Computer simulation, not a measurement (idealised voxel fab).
process module | voxel wiring stack
Section cut is 195 nm wide and gridded with 5 nm square cells.
Cross-section layout: square cells on a grid; listed as bands, top to bottom; a band spans one or more cell rows.
Look at the band entry: it leads with the top's height and the bottom's height in nm. Then it lists the materials left to right, with a width in nm for each. The word "edge to edge" on a single material says that material fills the band edge to edge. The word "empty" is empty space.
We count height from 0. Below that, the starting wafer is all one material. The lowest band never ends at the bottom but goes on down; see "from 0 down" for how that is written.
With a width like "30->40", each row of cells in the band differs from the next by the same amount, the top row carrying the first number and the bottom row the second.
"same as before" (step): cross-section cells unchanged, all of them.
The entry titled "Voids, enclosed" provides the empty spaces that have no open way to the top, restricted to those of 8 cells or more. Each is presented as width x height at distance, the distance being measured from the left edge, with all three in nm.
Anything after a step's settings on that line? It's the simulator's own note about the step.
overlay nm: mask offset rightward from planned place, masked step; negative means leftward offset.

PLANNED STEP LIST FOR THE PROCESS
1: op RECEIVE | material Si
2: op CONFORMAL_DEP | material SiO2 | thk nm 15
3: op CONFORMAL_DEP | material SiN | thk nm 5
4: op DIRECTIONAL_DEP | material lowk | thk nm 25
5: op PATTERN | tone open | mask id METAL_1 | material resist | width nm 25 | pitch nm 45 | thk nm 20 | overlay nm 0
6: op DIRECTIONAL_ETCH | etch materials lowk | depth nm 25
7: op DIRECTIONAL_ETCH | etch materials SiN | depth nm 5
8: op STRIP | etch materials resist
9: op CONFORMAL_DEP | material TiN | thk nm 5
10: op FILL_DEP | material Cu | thk nm 5
11: op CMP | height nm 45
12: op CONFORMAL_DEP | material SiCN | thk nm 5
13: op DIRECTIONAL_DEP | material SiO2 | thk nm 10
14: op MASKED_ETCH | tone open | mask id PLUG_1 | width nm 15 | pitch nm 90 | etch materials SiO2 | depth nm 10 | overlay nm 0
15: op MASKED_ETCH | tone open | mask id PLUG_1 | width nm 15 | pitch nm 90 | etch materials SiCN | depth nm 5 | overlay nm 0
16: op EPI | material Ru | thk nm 10
17: op EPI | material Ru | thk nm 5
18: op CONFORMAL_DEP | material SiN | thk nm 5
19: op DIRECTIONAL_DEP | material lowk | thk nm 15
20: op PATTERN | tone open | mask id METAL_2 | material resist | width nm 25 | pitch nm 45 | thk nm 15 | overlay nm 0
21: op DIRECTIONAL_ETCH | etch materials lowk | depth nm 15
22: op DIRECTIONAL_ETCH | etch materials SiN | depth nm 5
23: op STRIP | etch materials resist
24: op CONFORMAL_DEP | material TiN | thk nm 5
25: op FILL_DEP | material Cu | thk nm 5
26: op CMP | height nm 80
27: op CONFORMAL_DEP | material SiCN | thk nm 5

SO, THE FIRST OF OUR TWO WAFERS, RUN JUST AS WE PLANNED IT

SHOWN IN CROSS-SECTION IS THE WAFER AS RECEIVED, THAT IS, AS IT STANDS AFTER STEP 1
* from 0 down: Si edge to edge
* Voids, enclosed: none

ONCE STEP 2 IS THROUGH, THE WAFER LOOKS LIKE THIS IN CROSS-SECTION
* from 15 to 0: SiO2 edge to edge
* Lower than 0, everything is as it was.

ONCE STEP 3 IS THROUGH, THE WAFER LOOKS LIKE THIS IN CROSS-SECTION
* from 20 to 15: SiN edge to edge
* Lower than 15, everything is as it was.

ONCE STEP 4 IS THROUGH, THE WAFER LOOKS LIKE THIS IN CROSS-SECTION
* from 45 to 20: lowk edge to edge
* Lower than 20, everything is as it was.

ONCE STEP 5 IS THROUGH, THE WAFER LOOKS LIKE THIS IN CROSS-SECTION
* from 65 to 45: resist 15 nm, empty 25 nm, resist 20 nm, empty 25 nm, resist 20 nm, empty 25 nm, resist 20 nm, empty 25 nm, resist 20 nm
* Lower than 45, everything is as it was.

ONCE STEP 6 IS THROUGH, THE WAFER LOOKS LIKE THIS IN CROSS-SECTION
* from 65 to 45: resist 15 nm, empty 25 nm, resist 20 nm, empty 25 nm, resist 20 nm, empty 25 nm, resist 20 nm, empty 25 nm, resist 20 nm
* from 45 to 20: lowk 15 nm, empty 25 nm, lowk 20 nm, empty 25 nm, lowk 20 nm, empty 25 nm, lowk 20 nm, empty 25 nm, lowk 20 nm
* Lower than 20, everything is as it was.

ONCE STEP 7 IS THROUGH, THE WAFER LOOKS LIKE THIS IN CROSS-SECTION
* from 65 to 45: resist 15 nm, empty 25 nm, resist 20 nm, empty 25 nm, resist 20 nm, empty 25 nm, resist 20 nm, empty 25 nm, resist 20 nm
* from 45 to 20: lowk 15 nm, empty 25 nm, lowk 20 nm, empty 25 nm, lowk 20 nm, empty 25 nm, lowk 20 nm, empty 25 nm, lowk 20 nm
* from 20 to 15: SiN 15 nm, empty 25 nm, SiN 20 nm, empty 25 nm, SiN 20 nm, empty 25 nm, SiN 20 nm, empty 25 nm, SiN 20 nm
* Lower than 15, everything is as it was.

ONCE STEP 8 IS THROUGH, THE WAFER LOOKS LIKE THIS IN CROSS-SECTION
* from 45 to 20: lowk 15 nm, empty 25 nm, lowk 20 nm, empty 25 nm, lowk 20 nm, empty 25 nm, lowk 20 nm, empty 25 nm, lowk 20 nm
* Lower than 20, everything is as it was.

ONCE STEP 9 IS THROUGH, THE WAFER LOOKS LIKE THIS IN CROSS-SECTION
* from 50 to 45: TiN 20 nm, empty 15 nm, TiN 30 nm, empty 15 nm, TiN 30 nm, empty 15 nm, TiN 30 nm, empty 15 nm, TiN 25 nm
* from 45 to 20: lowk 15 nm, TiN 5 nm, empty 15 nm, TiN 5 nm, lowk 20 nm, TiN 5 nm, empty 15 nm, TiN 5 nm, lowk 20 nm, TiN 5 nm, empty 15 nm, TiN 5 nm, lowk 20 nm, TiN 5 nm, empty 15 nm, TiN 5 nm, lowk 20 nm
* from 20 to 15: SiN 15 nm, TiN 25 nm, SiN 20 nm, TiN 25 nm, SiN 20 nm, TiN 25 nm, SiN 20 nm, TiN 25 nm, SiN 20 nm
* Lower than 15, everything is as it was.

ONCE STEP 10 IS THROUGH, THE WAFER LOOKS LIKE THIS IN CROSS-SECTION
* from 55 to 50: Cu edge to edge
* from 50 to 45: TiN 20 nm, Cu 15 nm, TiN 30 nm, Cu 15 nm, TiN 30 nm, Cu 15 nm, TiN 30 nm, Cu 15 nm, TiN 25 nm
* from 45 to 20: lowk 15 nm, TiN 5 nm, Cu 15 nm, TiN 5 nm, lowk 20 nm, TiN 5 nm, Cu 15 nm, TiN 5 nm, lowk 20 nm, TiN 5 nm, Cu 15 nm, TiN 5 nm, lowk 20 nm, TiN 5 nm, Cu 15 nm, TiN 5 nm, lowk 20 nm
* Lower than 20, everything is as it was.

ONCE STEP 11 IS THROUGH, THE WAFER LOOKS LIKE THIS IN CROSS-SECTION
* from 45 to 20: lowk 15 nm, TiN 5 nm, Cu 15 nm, TiN 5 nm, lowk 20 nm, TiN 5 nm, Cu 15 nm, TiN 5 nm, lowk 20 nm, TiN 5 nm, Cu 15 nm, TiN 5 nm, lowk 20 nm, TiN 5 nm, Cu 15 nm, TiN 5 nm, lowk 20 nm
* Lower than 20, everything is as it was.

ONCE STEP 12 IS THROUGH, THE WAFER LOOKS LIKE THIS IN CROSS-SECTION
* from 50 to 45: SiCN edge to edge
* Lower than 45, everything is as it was.

ONCE STEP 13 IS THROUGH, THE WAFER LOOKS LIKE THIS IN CROSS-SECTION
* from 60 to 50: SiO2 edge to edge
* Lower than 50, everything is as it was.

ONCE STEP 14 IS THROUGH, THE WAFER LOOKS LIKE THIS IN CROSS-SECTION
* from 60 to 50: SiO2 15 nm, empty 15 nm, SiO2 75 nm, empty 15 nm, SiO2 75 nm
* Lower than 50, everything is as it was.

ONCE STEP 15 IS THROUGH, THE WAFER LOOKS LIKE THIS IN CROSS-SECTION
* from 60 to 50: SiO2 15 nm, empty 15 nm, SiO2 75 nm, empty 15 nm, SiO2 75 nm
* from 50 to 45: SiCN 15 nm, empty 15 nm, SiCN 75 nm, empty 15 nm, SiCN 75 nm
* Lower than 45, everything is as it was.

ONCE STEP 16 IS THROUGH, THE WAFER LOOKS LIKE THIS IN CROSS-SECTION
* from 60 to 55: SiO2 15 nm, empty 15 nm, SiO2 75 nm, empty 15 nm, SiO2 75 nm
* from 55 to 50: SiO2 15 nm, Ru 15 nm, SiO2 75 nm, Ru 15 nm, SiO2 75 nm
* from 50 to 45: SiCN 15 nm, Ru 15 nm, SiCN 75 nm, Ru 15 nm, SiCN 75 nm
* Lower than 45, everything is as it was.

ONCE STEP 17 IS THROUGH, THE WAFER LOOKS LIKE THIS IN CROSS-SECTION
* from 60 to 50: SiO2 15 nm, Ru 15 nm, SiO2 75 nm, Ru 15 nm, SiO2 75 nm
* Lower than 50, everything is as it was.

ONCE STEP 18 IS THROUGH, THE WAFER LOOKS LIKE THIS IN CROSS-SECTION
* from 65 to 60: SiN edge to edge
* Lower than 60, everything is as it was.

ONCE STEP 19 IS THROUGH, THE WAFER LOOKS LIKE THIS IN CROSS-SECTION
* from 80 to 65: lowk edge to edge
* Lower than 65, everything is as it was.

ONCE STEP 20 IS THROUGH, THE WAFER LOOKS LIKE THIS IN CROSS-SECTION
* from 95 to 80: resist 15 nm, empty 25 nm, resist 20 nm, empty 25 nm, resist 20 nm, empty 25 nm, resist 20 nm, empty 25 nm, resist 20 nm
* Lower than 80, everything is as it was.

ONCE STEP 21 IS THROUGH, THE WAFER LOOKS LIKE THIS IN CROSS-SECTION
* from 95 to 80: resist 15 nm, empty 25 nm, resist 20 nm, empty 25 nm, resist 20 nm, empty 25 nm, resist 20 nm, empty 25 nm, resist 20 nm
* from 80 to 65: lowk 15 nm, empty 25 nm, lowk 20 nm, empty 25 nm, lowk 20 nm, empty 25 nm, lowk 20 nm, empty 25 nm, lowk 20 nm
* Lower than 65, everything is as it was.

ONCE STEP 22 IS THROUGH, THE WAFER LOOKS LIKE THIS IN CROSS-SECTION
* from 95 to 80: resist 15 nm, empty 25 nm, resist 20 nm, empty 25 nm, resist 20 nm, empty 25 nm, resist 20 nm, empty 25 nm, resist 20 nm
* from 80 to 65: lowk 15 nm, empty 25 nm, lowk 20 nm, empty 25 nm, lowk 20 nm, empty 25 nm, lowk 20 nm, empty 25 nm, lowk 20 nm
* from 65 to 60: SiN 15 nm, empty 25 nm, SiN 20 nm, empty 25 nm, SiN 20 nm, empty 25 nm, SiN 20 nm, empty 25 nm, SiN 20 nm
* Lower than 60, everything is as it was.

ONCE STEP 23 IS THROUGH, THE WAFER LOOKS LIKE THIS IN CROSS-SECTION
* from 80 to 65: lowk 15 nm, empty 25 nm, lowk 20 nm, empty 25 nm, lowk 20 nm, empty 25 nm, lowk 20 nm, empty 25 nm, lowk 20 nm
* Lower than 65, everything is as it was.

ONCE STEP 24 IS THROUGH, THE WAFER LOOKS LIKE THIS IN CROSS-SECTION
* from 85 to 80: TiN 20 nm, empty 15 nm, TiN 30 nm, empty 15 nm, TiN 30 nm, empty 15 nm, TiN 30 nm, empty 15 nm, TiN 25 nm
* from 80 to 65: lowk 15 nm, TiN 5 nm, empty 15 nm, TiN 5 nm, lowk 20 nm, TiN 5 nm, empty 15 nm, TiN 5 nm, lowk 20 nm, TiN 5 nm, empty 15 nm, TiN 5 nm, lowk 20 nm, TiN 5 nm, empty 15 nm, TiN 5 nm, lowk 20 nm
* from 65 to 60: SiN 15 nm, TiN 25 nm, SiN 20 nm, TiN 25 nm, SiN 20 nm, TiN 25 nm, SiN 20 nm, TiN 25 nm, SiN 20 nm
* Lower than 60, everything is as it was.

ONCE STEP 25 IS THROUGH, THE WAFER LOOKS LIKE THIS IN CROSS-SECTION
* from 90 to 85: Cu edge to edge
* from 85 to 80: TiN 20 nm, Cu 15 nm, TiN 30 nm, Cu 15 nm, TiN 30 nm, Cu 15 nm, TiN 30 nm, Cu 15 nm, TiN 25 nm
* from 80 to 65: lowk 15 nm, TiN 5 nm, Cu 15 nm, TiN 5 nm, lowk 20 nm, TiN 5 nm, Cu 15 nm, TiN 5 nm, lowk 20 nm, TiN 5 nm, Cu 15 nm, TiN 5 nm, lowk 20 nm, TiN 5 nm, Cu 15 nm, TiN 5 nm, lowk 20 nm
* Lower than 65, everything is as it was.

ONCE STEP 26 IS THROUGH, THE WAFER LOOKS LIKE THIS IN CROSS-SECTION
* from 80 to 65: lowk 15 nm, TiN 5 nm, Cu 15 nm, TiN 5 nm, lowk 20 nm, TiN 5 nm, Cu 15 nm, TiN 5 nm, lowk 20 nm, TiN 5 nm, Cu 15 nm, TiN 5 nm, lowk 20 nm, TiN 5 nm, Cu 15 nm, TiN 5 nm, lowk 20 nm
* Lower than 65, everything is as it was.

ONCE STEP 27 IS THROUGH, THE WAFER LOOKS LIKE THIS IN CROSS-SECTION
* from 85 to 80: SiCN edge to edge
* Lower than 80, everything is as it was.

THE SECOND WAFER BEGAN EXACTLY AS THE FIRST DID AND FOLLOWED THE SAME PLAN, BUT ONE MISTAKE WAS MADE WHILE RUNNING IT; THROUGH STEP 1 INCLUSIVE, THE TWO WAFERS ARE IDENTICAL

SECOND WAFER CROSS-SECTION, TAKEN AS OF THE TIME THE PLAN SETS FOR STEP 2 TO BE DONE
* from 30 to 0: SiO2 edge to edge
* Lower than 0, everything is as it was.

SECOND WAFER CROSS-SECTION, TAKEN AS OF THE TIME THE PLAN SETS FOR STEP 3 TO BE DONE
* from 35 to 30: SiN edge to edge
* Lower than 30, everything is as it was.

SECOND WAFER CROSS-SECTION, TAKEN AS OF THE TIME THE PLAN SETS FOR STEP 4 TO BE DONE
* from 60 to 35: lowk edge to edge
* Lower than 35, everything is as it was.

SECOND WAFER CROSS-SECTION, TAKEN AS OF THE TIME THE PLAN SETS FOR STEP 5 TO BE DONE
* from 80 to 60: resist 15 nm, empty 25 nm, resist 20 nm, empty 25 nm, resist 20 nm, empty 25 nm, resist 20 nm, empty 25 nm, resist 20 nm
* Lower than 60, everything is as it was.

SECOND WAFER CROSS-SECTION, TAKEN AS OF THE TIME THE PLAN SETS FOR STEP 6 TO BE DONE
* from 80 to 60: resist 15 nm, empty 25 nm, resist 20 nm, empty 25 nm, resist 20 nm, empty 25 nm, resist 20 nm, empty 25 nm, resist 20 nm
* from 60 to 35: lowk 15 nm, empty 25 nm, lowk 20 nm, empty 25 nm, lowk 20 nm, empty 25 nm, lowk 20 nm, empty 25 nm, lowk 20 nm
* Lower than 35, everything is as it was.

SECOND WAFER CROSS-SECTION, TAKEN AS OF THE TIME THE PLAN SETS FOR STEP 7 TO BE DONE
* from 80 to 60: resist 15 nm, empty 25 nm, resist 20 nm, empty 25 nm, resist 20 nm, empty 25 nm, resist 20 nm, empty 25 nm, resist 20 nm
* from 60 to 35: lowk 15 nm, empty 25 nm, lowk 20 nm, empty 25 nm, lowk 20 nm, empty 25 nm, lowk 20 nm, empty 25 nm, lowk 20 nm
* from 35 to 30: SiN 15 nm, empty 25 nm, SiN 20 nm, empty 25 nm, SiN 20 nm, empty 25 nm, SiN 20 nm, empty 25 nm, SiN 20 nm
* Lower than 30, everything is as it was.

SECOND WAFER CROSS-SECTION, TAKEN AS OF THE TIME THE PLAN SETS FOR STEP 8 TO BE DONE
* from 60 to 35: lowk 15 nm, empty 25 nm, lowk 20 nm, empty 25 nm, lowk 20 nm, empty 25 nm, lowk 20 nm, empty 25 nm, lowk 20 nm
* Lower than 35, everything is as it was.

SECOND WAFER CROSS-SECTION, TAKEN AS OF THE TIME THE PLAN SETS FOR STEP 9 TO BE DONE
* from 65 to 60: TiN 20 nm, empty 15 nm, TiN 30 nm, empty 15 nm, TiN 30 nm, empty 15 nm, TiN 30 nm, empty 15 nm, TiN 25 nm
* from 60 to 35: lowk 15 nm, TiN 5 nm, empty 15 nm, TiN 5 nm, lowk 20 nm, TiN 5 nm, empty 15 nm, TiN 5 nm, lowk 20 nm, TiN 5 nm, empty 15 nm, TiN 5 nm, lowk 20 nm, TiN 5 nm, empty 15 nm, TiN 5 nm, lowk 20 nm
* from 35 to 30: SiN 15 nm, TiN 25 nm, SiN 20 nm, TiN 25 nm, SiN 20 nm, TiN 25 nm, SiN 20 nm, TiN 25 nm, SiN 20 nm
* Lower than 30, everything is as it was.

SECOND WAFER CROSS-SECTION, TAKEN AS OF THE TIME THE PLAN SETS FOR STEP 10 TO BE DONE
* from 70 to 65: Cu edge to edge
* from 65 to 60: TiN 20 nm, Cu 15 nm, TiN 30 nm, Cu 15 nm, TiN 30 nm, Cu 15 nm, TiN 30 nm, Cu 15 nm, TiN 25 nm
* from 60 to 35: lowk 15 nm, TiN 5 nm, Cu 15 nm, TiN 5 nm, lowk 20 nm, TiN 5 nm, Cu 15 nm, TiN 5 nm, lowk 20 nm, TiN 5 nm, Cu 15 nm, TiN 5 nm, lowk 20 nm, TiN 5 nm, Cu 15 nm, TiN 5 nm, lowk 20 nm
* Lower than 35, everything is as it was.

SECOND WAFER CROSS-SECTION, TAKEN AS OF THE TIME THE PLAN SETS FOR STEP 11 TO BE DONE
* from 45 to 35: lowk 15 nm, TiN 5 nm, Cu 15 nm, TiN 5 nm, lowk 20 nm, TiN 5 nm, Cu 15 nm, TiN 5 nm, lowk 20 nm, TiN 5 nm, Cu 15 nm, TiN 5 nm, lowk 20 nm, TiN 5 nm, Cu 15 nm, TiN 5 nm, lowk 20 nm
* Lower than 35, everything is as it was.

SECOND WAFER CROSS-SECTION, TAKEN AS OF THE TIME THE PLAN SETS FOR STEP 12 TO BE DONE
* from 50 to 45: SiCN edge to edge
* Lower than 45, everything is as it was.

SECOND WAFER CROSS-SECTION, TAKEN AS OF THE TIME THE PLAN SETS FOR STEP 13 TO BE DONE
* from 60 to 50: SiO2 edge to edge
* Lower than 50, everything is as it was.

SECOND WAFER CROSS-SECTION, TAKEN AS OF THE TIME THE PLAN SETS FOR STEP 14 TO BE DONE
* from 60 to 50: SiO2 15 nm, empty 15 nm, SiO2 75 nm, empty 15 nm, SiO2 75 nm
* Lower than 50, everything is as it was.

SECOND WAFER CROSS-SECTION, TAKEN AS OF THE TIME THE PLAN SETS FOR STEP 15 TO BE DONE
* from 60 to 50: SiO2 15 nm, empty 15 nm, SiO2 75 nm, empty 15 nm, SiO2 75 nm
* from 50 to 45: SiCN 15 nm, empty 15 nm, SiCN 75 nm, empty 15 nm, SiCN 75 nm
* Lower than 45, everything is as it was.

SECOND WAFER CROSS-SECTION, TAKEN AS OF THE TIME THE PLAN SETS FOR STEP 16 TO BE DONE
* from 60 to 55: SiO2 15 nm, empty 15 nm, SiO2 75 nm, empty 15 nm, SiO2 75 nm
* from 55 to 50: SiO2 15 nm, Ru 15 nm, SiO2 75 nm, Ru 15 nm, SiO2 75 nm
* from 50 to 45: SiCN 15 nm, Ru 15 nm, SiCN 75 nm, Ru 15 nm, SiCN 75 nm
* Lower than 45, everything is as it was.

SECOND WAFER CROSS-SECTION, TAKEN AS OF THE TIME THE PLAN SETS FOR STEP 17 TO BE DONE
* from 60 to 50: SiO2 15 nm, Ru 15 nm, SiO2 75 nm, Ru 15 nm, SiO2 75 nm
* Lower than 50, everything is as it was.

SECOND WAFER CROSS-SECTION, TAKEN AS OF THE TIME THE PLAN SETS FOR STEP 18 TO BE DONE
* from 65 to 60: SiN edge to edge
* Lower than 60, everything is as it was.

SECOND WAFER CROSS-SECTION, TAKEN AS OF THE TIME THE PLAN SETS FOR STEP 19 TO BE DONE
* from 80 to 65: lowk edge to edge
* Lower than 65, everything is as it was.

SECOND WAFER CROSS-SECTION, TAKEN AS OF THE TIME THE PLAN SETS FOR STEP 20 TO BE DONE
* from 95 to 80: resist 15 nm, empty 25 nm, resist 20 nm, empty 25 nm, resist 20 nm, empty 25 nm, resist 20 nm, empty 25 nm, resist 20 nm
* Lower than 80, everything is as it was.

SECOND WAFER CROSS-SECTION, TAKEN AS OF THE TIME THE PLAN SETS FOR STEP 21 TO BE DONE
* from 95 to 80: resist 15 nm, empty 25 nm, resist 20 nm, empty 25 nm, resist 20 nm, empty 25 nm, resist 20 nm, empty 25 nm, resist 20 nm
* from 80 to 65: lowk 15 nm, empty 25 nm, lowk 20 nm, empty 25 nm, lowk 20 nm, empty 25 nm, lowk 20 nm, empty 25 nm, lowk 20 nm
* Lower than 65, everything is as it was.

SECOND WAFER CROSS-SECTION, TAKEN AS OF THE TIME THE PLAN SETS FOR STEP 22 TO BE DONE
* from 95 to 80: resist 15 nm, empty 25 nm, resist 20 nm, empty 25 nm, resist 20 nm, empty 25 nm, resist 20 nm, empty 25 nm, resist 20 nm
* from 80 to 65: lowk 15 nm, empty 25 nm, lowk 20 nm, empty 25 nm, lowk 20 nm, empty 25 nm, lowk 20 nm, empty 25 nm, lowk 20 nm
* from 65 to 60: SiN 15 nm, empty 25 nm, SiN 20 nm, empty 25 nm, SiN 20 nm, empty 25 nm, SiN 20 nm, empty 25 nm, SiN 20 nm
* Lower than 60, everything is as it was.

SECOND WAFER CROSS-SECTION, TAKEN AS OF THE TIME THE PLAN SETS FOR STEP 23 TO BE DONE
* from 80 to 65: lowk 15 nm, empty 25 nm, lowk 20 nm, empty 25 nm, lowk 20 nm, empty 25 nm, lowk 20 nm, empty 25 nm, lowk 20 nm
* Lower than 65, everything is as it was.

SECOND WAFER CROSS-SECTION, TAKEN AS OF THE TIME THE PLAN SETS FOR STEP 24 TO BE DONE
* from 85 to 80: TiN 20 nm, empty 15 nm, TiN 30 nm, empty 15 nm, TiN 30 nm, empty 15 nm, TiN 30 nm, empty 15 nm, TiN 25 nm
* from 80 to 65: lowk 15 nm, TiN 5 nm, empty 15 nm, TiN 5 nm, lowk 20 nm, TiN 5 nm, empty 15 nm, TiN 5 nm, lowk 20 nm, TiN 5 nm, empty 15 nm, TiN 5 nm, lowk 20 nm, TiN 5 nm, empty 15 nm, TiN 5 nm, lowk 20 nm
* from 65 to 60: SiN 15 nm, TiN 25 nm, SiN 20 nm, TiN 25 nm, SiN 20 nm, TiN 25 nm, SiN 20 nm, TiN 25 nm, SiN 20 nm
* Lower than 60, everything is as it was.

SECOND WAFER CROSS-SECTION, TAKEN AS OF THE TIME THE PLAN SETS FOR STEP 25 TO BE DONE
* from 90 to 85: Cu edge to edge
* from 85 to 80: TiN 20 nm, Cu 15 nm, TiN 30 nm, Cu 15 nm, TiN 30 nm, Cu 15 nm, TiN 30 nm, Cu 15 nm, TiN 25 nm
* from 80 to 65: lowk 15 nm, TiN 5 nm, Cu 15 nm, TiN 5 nm, lowk 20 nm, TiN 5 nm, Cu 15 nm, TiN 5 nm, lowk 20 nm, TiN 5 nm, Cu 15 nm, TiN 5 nm, lowk 20 nm, TiN 5 nm, Cu 15 nm, TiN 5 nm, lowk 20 nm
* Lower than 65, everything is as it was.

SECOND WAFER CROSS-SECTION, TAKEN AS OF THE TIME THE PLAN SETS FOR STEP 26 TO BE DONE
* from 80 to 65: lowk 15 nm, TiN 5 nm, Cu 15 nm, TiN 5 nm, lowk 20 nm, TiN 5 nm, Cu 15 nm, TiN 5 nm, lowk 20 nm, TiN 5 nm, Cu 15 nm, TiN 5 nm, lowk 20 nm, TiN 5 nm, Cu 15 nm, TiN 5 nm, lowk 20 nm
* Lower than 65, everything is as it was.

SECOND WAFER CROSS-SECTION, TAKEN AS OF THE TIME THE PLAN SETS FOR STEP 27 TO BE DONE
* from 85 to 80: SiCN edge to edge
* Lower than 80, everything is as it was.
Misprocessing identified: heads up, step 2 of the plan got done twice
Bottom line after processing is that, in cells, the second wafer is up or down on some materials versus the first: -36 Cu; +117 SiO2; -24 TiN; -57 lowk
